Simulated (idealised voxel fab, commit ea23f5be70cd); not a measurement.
Documented hereafter: the process module known as voxel ribs on slabs.
Cross-sectional view cut (width: 185 nm; square cell size: 5 nm).
Square cells in a grid make up a cross-section in this document, and the grid is given as bands, listed from the top down, each one or more rows of cells.
Read a band's entry like this: the first values are the height of its top and the height of its bottom in nm, and what follows is the sequence of materials from left to right, each with its width in nm. Note that "air" is empty space, and that a single material marked "edge to edge" reaches across the band from edge to edge.
Where do heights start? At 0: under that level the wafer as delivered is made of one material only. And the lowest band has no floor; it just carries on downward, as in "0 down".
You'd read "30->40" like this: the band's top row of cells is as wide as the first number, its bottom row is as wide as the second, and going down, every row changes width by the same amount as the row before did.
Step note "nothing changed" = no cross-section cell changed.
"Enclosed cavities": sealed empty spaces, 8 cells or more, no open way to top, listed width x height at distance, with distance from the left edge and width, height and distance in nm.
Read whatever lies past the settings on a step's line as the simulator's own remark about the step.
If you see "overlay nm" on a step's line and that step has a mask, it's telling you how far right of where it was planned the mask ended up; a negative number means it went left instead.

THIS SECTION LISTS THE PROCESS STEPS THAT WERE PLANNED
step 1: RECEIVE [material Si]
step 2: DIRECTIONAL_DEP [material SiO2] [thk nm 30]
step 3: DIRECTIONAL_DEP [material polySi] [thk nm 20]
step 4: PATTERN [tone cover] [mask id RIB] [material resist] [width nm 25] [thk nm 20] [overlay nm 0]
step 5: DIRECTIONAL_ETCH [etch materials polySi] [depth nm 15]
step 6: STRIP [etch materials resist]
step 7: PATTERN [tone cover] [mask id SLAB] [material resist] [width nm 75] [thk nm 20] [overlay nm 0]
step 8: DIRECTIONAL_ETCH [etch materials polySi] [depth nm 5]
step 9: STRIP [etch materials resist]
step 10: FILL_DEP [material SiO2] [thk nm 30]
step 11: CMP [height nm 70]
step 12: DIRECTIONAL_DEP [material W] [thk nm 10]
step 13: DIRECTIONAL_DEP [material aC] [thk nm 10]
step 14: PATTERN [tone cover] [mask id HEATER] [material resist] [width nm 35] [thk nm 30] [overlay nm 0]
step 15: DIRECTIONAL_ETCH [etch materials aC] [depth nm 10]
step 16: STRIP [etch materials resist]
step 17: DIRECTIONAL_ETCH [etch materials W] [depth nm 10]
step 18: STRIP [etch materials aC]
step 19: CONFORMAL_DEP [material SiN] [thk nm 5]

WAFER AT RECEIPT (POST STEP 1), CROSS-SECTION
  0 down  Si edge to edge
  Enclosed cavities: none

CROSS-SECTION AT MODULE END, ONE RUN ERROR; START AND PLAN UNCHANGED FROM ABOVE
  95 to 90  SiN edge to edge
  90 to 80  polySi edge to edge
  80 to 70  W edge to edge
  70 to 50  SiO2 edge to edge
  50 to 35  SiO2 80, polySi 25, SiO2 80
  35 to 30  SiO2 55, polySi 75, SiO2 55
  30 to 0  SiO2 edge to edge
  0 down  Si edge to edge
  Enclosed cavities: none
Where did the run depart from the plan? step 13 ran as: DIRECTIONAL_DEP [material polySi] [thk nm 10]
